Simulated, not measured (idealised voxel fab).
process module | voxel gate over fins
Displayed cross-section: cut, width of 275 nm, square cells sized 5 nm.
If you're reading a cross-section in this doc, picture square cells in a grid; it comes to you as bands, top ones listed first down to the bottom, and a band can be one or more rows of cells.
Per band: top height and bottom height in nm, followed by the left-to-right materials and their widths in nm; "throughout" marks a single material spanning edge to edge, "blank" marks empty space.
Convention: height 0 is the level below which the wafer, as received, is all one material. The lowest band does not terminate at the bottom but continues downward, represented as "top 0, no bottom".
With a width like "30..40", each row of cells in the band differs from the next by the same amount, the top row carrying the first number and the bottom row the second.
Where a step carries "all unchanged", the cross-section came out of it unchanged, cell for cell.
Closed voids list: empty space of 8 cells or more with no open way to the top, each as width x height at its distance from the left edge, in nm
That trailing text on a step's line, after the settings, is the simulator's own remark on the step.
overlay nm: where the mask lay relative to plan, measured to the right, on steps with a mask; negatives go left.
[Process steps - plan]
1: RECEIVE | material Si
2: CONFORMAL_DEP | material SiN | thk nm 10
3: DIRECTIONAL_DEP | material aC | thk nm 10
4: PATTERN | tone cover | mask id FINS | material resist | width nm 15 | pitch nm 55 | thk nm 25 | overlay nm 0
5: DIRECTIONAL_ETCH | etch materials aC | depth nm 10
6: STRIP | etch materials resist
7: DIRECTIONAL_ETCH | etch materials SiN | depth nm 10
8: DIRECTIONAL_ETCH | etch materials Si | depth nm 40
9: STRIP | etch materials aC
10: OXIDIZE | depth nm 5
11: FILL_DEP | material SiO2 | thk nm 5
12: CMP | height nm 10
13: PATTERN | tone open | mask id RAIL | material resist | width nm 15 | thk nm 15 | overlay nm 0
14: DIRECTIONAL_ETCH | etch materials SiO2 | depth nm 45
15: STRIP | etch materials resist
16: CONFORMAL_DEP | material TiN | thk nm 5
17: FILL_DEP | material W | thk nm 10
18: CMP | height nm 10
19: SELECTIVE_ETCH | etch materials W Ru TiN | depth nm 30
20: FILL_DEP | material SiO2 | thk nm 5
21: CMP | height nm 10
22: SELECTIVE_ETCH | etch materials SiO2 | depth nm 25
23: STRIP | etch materials SiN
24: CONFORMAL_DEP | material HfO2 | thk nm 5
25: CONFORMAL_DEP | material TiN | thk nm 5
26: CONFORMAL_DEP | material TiAl | thk nm 5
27: CONFORMAL_DEP | material TiN | thk nm 5
28: FILL_DEP | material W | thk nm 10
29: CMP | height nm 25
30: CONFORMAL_DEP | material SiN | thk nm 5
[So this is the incoming wafer in cross-section - it's already been through step 1]
- top 0, no bottom  Si throughout
- Closed voids list: none
[Looking at the first of two wafers in cross-section at end of module - ran to plan]
- top 30, bottom 25  SiN throughout
- top 25, bottom 20  W throughout
- top 20, bottom 15  W=60, TiN=45, W=10, TiN=45, W=10, TiN=45, W=60
- top 15, bottom 10  W=60, TiN=5, TiAl=35, TiN=5, W=10, TiN=5, TiAl=35, TiN=5, W=10, TiN=5, TiAl=35, TiN=5, W=60
- top 10, bottom 5  W=60, TiN=5, TiAl=5, TiN=25, TiAl=5, TiN=5, W=10, TiN=5, TiAl=5, TiN=25, TiAl=5, TiN=5, W=10, TiN=5, TiAl=5, TiN=25, TiAl=5, TiN=5, W=60
- top 5, bottom 0  TiN=65, TiAl=5, TiN=5, HfO2=15, TiN=5, TiAl=5, TiN=20, TiAl=5, TiN=5, HfO2=15, TiN=5, TiAl=5, TiN=20, TiAl=5, TiN=5, HfO2=15, TiN=5, TiAl=5, TiN=65
- top 0, bottom -5  TiAl=70, TiN=5, HfO2=5, Si=5, HfO2=5, TiN=5, TiAl=30, TiN=5, HfO2=5, Si=5, HfO2=5, TiN=5, TiAl=30, TiN=5, HfO2=5, Si=5, HfO2=5, TiN=5, TiAl=70
- top -5, bottom -10  TiN=75, HfO2=5, Si=5, HfO2=5, TiN=40, HfO2=5, Si=5, HfO2=5, TiN=40, HfO2=5, Si=5, HfO2=5, TiN=75
- top -10, bottom -15  HfO2=80, Si=5, HfO2=50, Si=5, HfO2=50, Si=5, HfO2=80
- top -15, bottom -20  SiO2=80, Si=5, SiO2=50, Si=5, SiO2=50, Si=5, SiO2=80
- top -20, bottom -30  SiO2=80, Si=5, SiO2=15, TiN=5, W=5, TiN=5, SiO2=20, Si=5, SiO2=50, Si=5, SiO2=80
- top -30, bottom -35  SiO2=80, Si=5, SiO2=15, TiN=15, SiO2=20, Si=5, SiO2=50, Si=5, SiO2=80
- top -35, bottom -45  SiO2=80, Si=5, SiO2=50, Si=5, SiO2=50, Si=5, SiO2=80
- top -45, no bottom  Si throughout
- Closed voids list: none
[The second wafer, shown in cross-section after the module: started the same way as the first and given the same plan, yet one mistake crept into how it was run]
- top 30, bottom 25  SiN throughout
- top 25, bottom 20  W throughout
- top 20, bottom 15  W=60, TiN=45, W=10, TiN=45, W=10, TiN=45, W=60
- top 15, bottom 10  W=60, TiN=5, TiAl=35, TiN=5, W=10, TiN=5, TiAl=35, TiN=5, W=10, TiN=5, TiAl=35, TiN=5, W=60
- top 10, bottom 5  W=60, TiN=5, TiAl=5, TiN=25, TiAl=5, TiN=5, W=10, TiN=5, TiAl=5, TiN=25, TiAl=5, TiN=5, W=10, TiN=5, TiAl=5, TiN=25, TiAl=5, TiN=5, W=60
- top 5, bottom 0  TiN=65, TiAl=5, TiN=5, HfO2=15, TiN=5, TiAl=5, TiN=20, TiAl=5, TiN=5, HfO2=15, TiN=5, TiAl=5, TiN=20, TiAl=5, TiN=5, HfO2=15, TiN=5, TiAl=5, TiN=65
- top 0, bottom -5  TiAl=70, TiN=5, HfO2=5, Si=5, HfO2=5, TiN=5, TiAl=30, TiN=5, HfO2=5, Si=5, HfO2=5, TiN=5, TiAl=30, TiN=5, HfO2=5, Si=5, HfO2=5, TiN=5, TiAl=70
- top -5, bottom -10  TiN=75, HfO2=5, Si=5, HfO2=5, TiN=40, HfO2=5, Si=5, HfO2=5, TiN=40, HfO2=5, Si=5, HfO2=5, TiN=75
- top -10, bottom -15  HfO2=80, Si=5, HfO2=50, Si=5, HfO2=50, Si=5, HfO2=80
- top -15, bottom -20  SiO2=80, Si=5, SiO2=50, Si=5, SiO2=50, Si=5, SiO2=80
- top -20, bottom -25  SiO2=80, Si=5, SiO2=15, TiN=15, SiO2=20, Si=5, SiO2=50, Si=5, SiO2=80
- top -25, bottom -45  SiO2=80, Si=5, SiO2=50, Si=5, SiO2=50, Si=5, SiO2=80
- top -45, no bottom  Si throughout
- Closed voids list: none
Nonconformance to the process plan: it should be noted that step 14 was executed with settings other than those planned, the operation and settings actually applied being DIRECTIONAL_ETCH | etch materials SiO2 | depth nm 35
FYI, end of process, the second wafer has more or fewer cells of some materials than the first: SiO2: 6 more | TiN: 4 fewer | W: 2 fewer
